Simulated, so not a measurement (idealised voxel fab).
Module name: voxel capacitor over wiring (process module)
The cross-section on display is named cut; it measures 170 nm wide, and its cells are 5 nm squares.
Cross-section = grid of square cells, listed top down in bands; band = one or more rows.
Top height, bottom height, nm. Materials left to right, width each, nm. Single material + "edge to edge" = fills band edge to edge. "blank" = empty.
The level at which height equals 0 is the one under which the wafer, as it arrives, is entirely one material. No lower edge exists for the bottom band, which continues downward and is notated as in "0 down".
Width spec "30->40" -> top row of cells at first value, bottom row at second value, equal per-row change in between.
Reading "nothing different" for a step: not a cell of the cross-section changed in it.
The list in "Enclosed void list" covers empty spaces of 8 cells or more that cannot reach the top through any open way, and it gives each as width x height at distance; the distance is from the left edge, and width, height and distance are in nm.
after a step's settings: what the simulator itself notes on the step
When a step includes a mask, the "overlay nm" setting on its line states how far to the right of its planned place that mask lay, and negative values state how far to the left.

Below is the list of planned process steps:
1. RECEIVE | material Si
2. CONFORMAL_DEP | material SiO2 | thk nm 10
3. DIRECTIONAL_DEP | material TiN | thk nm 5
4. DIRECTIONAL_DEP | material Ru | thk nm 15
5. MASKED_ETCH | tone cover | mask id METAL_1 | width nm 25 | pitch nm 80 | etch materials Ru | depth nm 15 | overlay nm -15
6. MASKED_ETCH | tone cover | mask id METAL_1 | width nm 25 | pitch nm 80 | etch materials TiN | depth nm 5 | overlay nm 0
7. CONFORMAL_DEP | material SiCN | thk nm 5
8. FILL_DEP | material lowk | thk nm 10
9. CMP | height nm 30
10. CONFORMAL_DEP | material SiCN | thk nm 5
11. DIRECTIONAL_DEP | material lowk | thk nm 15
12. PATTERN | tone open | mask id PLUG_1 | material resist | width nm 15 | thk nm 15 | overlay nm 0
13. DIRECTIONAL_ETCH | etch materials lowk | depth nm 15
14. DIRECTIONAL_ETCH | etch materials SiCN | depth nm 5
15. STRIP | etch materials resist
16. CONFORMAL_DEP | material TiN | thk nm 5
17. FILL_DEP | material Ru | thk nm 5
18. CMP | height nm 50
19. DIRECTIONAL_DEP | material TiN | thk nm 10
20. DIRECTIONAL_DEP | material SiN | thk nm 5
21. DIRECTIONAL_DEP | material TiN | thk nm 10
22. PATTERN | tone cover | mask id UPPER_PLATE | material resist | width nm 60 | thk nm 15 | overlay nm 0
23. DIRECTIONAL_ETCH | etch materials TiN | depth nm 10
24. DIRECTIONAL_ETCH | etch materials SiN | depth nm 5
25. STRIP | etch materials resist
26. DIRECTIONAL_DEP | material aC | thk nm 10
27. PATTERN | tone cover | mask id LOWER_PLATE | material resist | width nm 70 | thk nm 25 | overlay nm 0
28. DIRECTIONAL_ETCH | etch materials aC | depth nm 10
29. STRIP | etch materials resist
30. DIRECTIONAL_ETCH | etch materials TiN | depth nm 10
31. STRIP | etch materials aC
32. FILL_DEP | material SiO2 | thk nm 15
33. CMP | height nm 85
34. DIRECTIONAL_DEP | material aC | thk nm 15
35. PATTERN | tone open | mask id PLUG_2 | material resist | width nm 15 | thk nm 30 | overlay nm 0
36. DIRECTIONAL_ETCH | etch materials aC | depth nm 15
37. STRIP | etch materials resist
38. DIRECTIONAL_ETCH | etch materials SiO2 | depth nm 10
39. STRIP | etch materials aC
40. CONFORMAL_DEP | material TiN | thk nm 5
41. FILL_DEP | material Ru | thk nm 10
42. CMP | height nm 85
43. CONFORMAL_DEP | material SiCN | thk nm 5
Across this set of wafers, the varied parameter is the overlay nm of step 5. Starting conditions are identical for every wafer, and the plan reports the value assigned to the first wafer.

First of several wafers, received after step 1, in cross-section:
    0 down: Si edge to edge
    Enclosed void list: none

The cross-section of the first of several wafers is given below for the end of the module, after its final step, step 43:
    90 to 85: SiCN edge to edge
    85 to 80: SiO2 (50) / TiN (5) / Ru (5) / TiN (5) / SiO2 (105)
    80 to 75: SiO2 (50) / TiN (15) / SiO2 (105)
    75 to 65: SiO2 (40) / TiN (60) / SiO2 (70)
    65 to 60: SiO2 (40) / SiN (60) / SiO2 (70)
    60 to 50: SiO2 (35) / TiN (70) / SiO2 (65)
    50 to 35: lowk (40) / TiN (5) / Ru (5) / TiN (5) / lowk (115)
    35 to 30: SiCN (40) / TiN (15) / SiCN (115)
    30 to 20: lowk (10) / SiCN (5) / Ru (25) / SiCN (5) / lowk (45) / SiCN (5) / Ru (25) / SiCN (5) / lowk (45)
    20 to 15: lowk (10) / SiCN (5) / Ru (25) / SiCN (20) / lowk (30) / SiCN (5) / Ru (25) / SiCN (20) / lowk (30)
    15 to 10: SiCN (15) / TiN (40) / SiCN (40) / TiN (40) / SiCN (35)
    10 to 0: SiO2 edge to edge
    0 down: Si edge to edge
    Enclosed void list: none

The final wafer, sectioned at module end:
    90 to 85: SiCN edge to edge
    85 to 80: SiO2 (50) / TiN (5) / Ru (5) / TiN (5) / SiO2 (105)
    80 to 75: SiO2 (50) / TiN (15) / SiO2 (105)
    75 to 65: SiO2 (40) / TiN (60) / SiO2 (70)
    65 to 60: SiO2 (40) / SiN (60) / SiO2 (70)
    60 to 50: SiO2 (35) / TiN (70) / SiO2 (65)
    50 to 35: lowk (40) / TiN (5) / Ru (5) / TiN (5) / lowk (115)
    35 to 30: SiCN (40) / TiN (15) / SiCN (115)
    30 to 20: lowk (40) / SiCN (5) / Ru (25) / SiCN (5) / lowk (45) / SiCN (5) / Ru (25) / SiCN (5) / lowk (15)
    20 to 15: lowk (25) / SiCN (20) / Ru (25) / SiCN (5) / lowk (30) / SiCN (20) / Ru (25) / SiCN (5) / lowk (15)
    15 to 10: SiCN (30) / TiN (40) / SiCN (40) / TiN (40) / SiCN (20)
    10 to 0: SiO2 edge to edge
    0 down: Si edge to edge
    Enclosed void list: none

For your reference, the table is organized with a row per wafer; each row reflects the wafer at the end of the module, indicating for each material the cells gained (+) or lost (-) since receipt, and thereafter its closed voids:
overlay nm -15; +34 Ru; +101 SiCN; +12 SiN; +236 SiO2; +82 TiN; +147 lowk; Enclosed void list: none
overlay nm -10; +34 Ru; +101 SiCN; +12 SiN; +236 SiO2; +80 TiN; +149 lowk; Enclosed void list: none
overlay nm -5; +34 Ru; +101 SiCN; +12 SiN; +236 SiO2; +78 TiN; +151 lowk; Enclosed void list: none
overlay nm 0; +34 Ru; +101 SiCN; +12 SiN; +236 SiO2; +76 TiN; +153 lowk; Enclosed void list: none
overlay nm 5; +34 Ru; +101 SiCN; +12 SiN; +236 SiO2; +78 TiN; +151 lowk; Enclosed void list: none
overlay nm 10; +34 Ru; +101 SiCN; +12 SiN; +236 SiO2; +80 TiN; +149 lowk; Enclosed void list: none
overlay nm 15; +34 Ru; +101 SiCN; +12 SiN; +236 SiO2; +82 TiN; +147 lowk; Enclosed void list: none
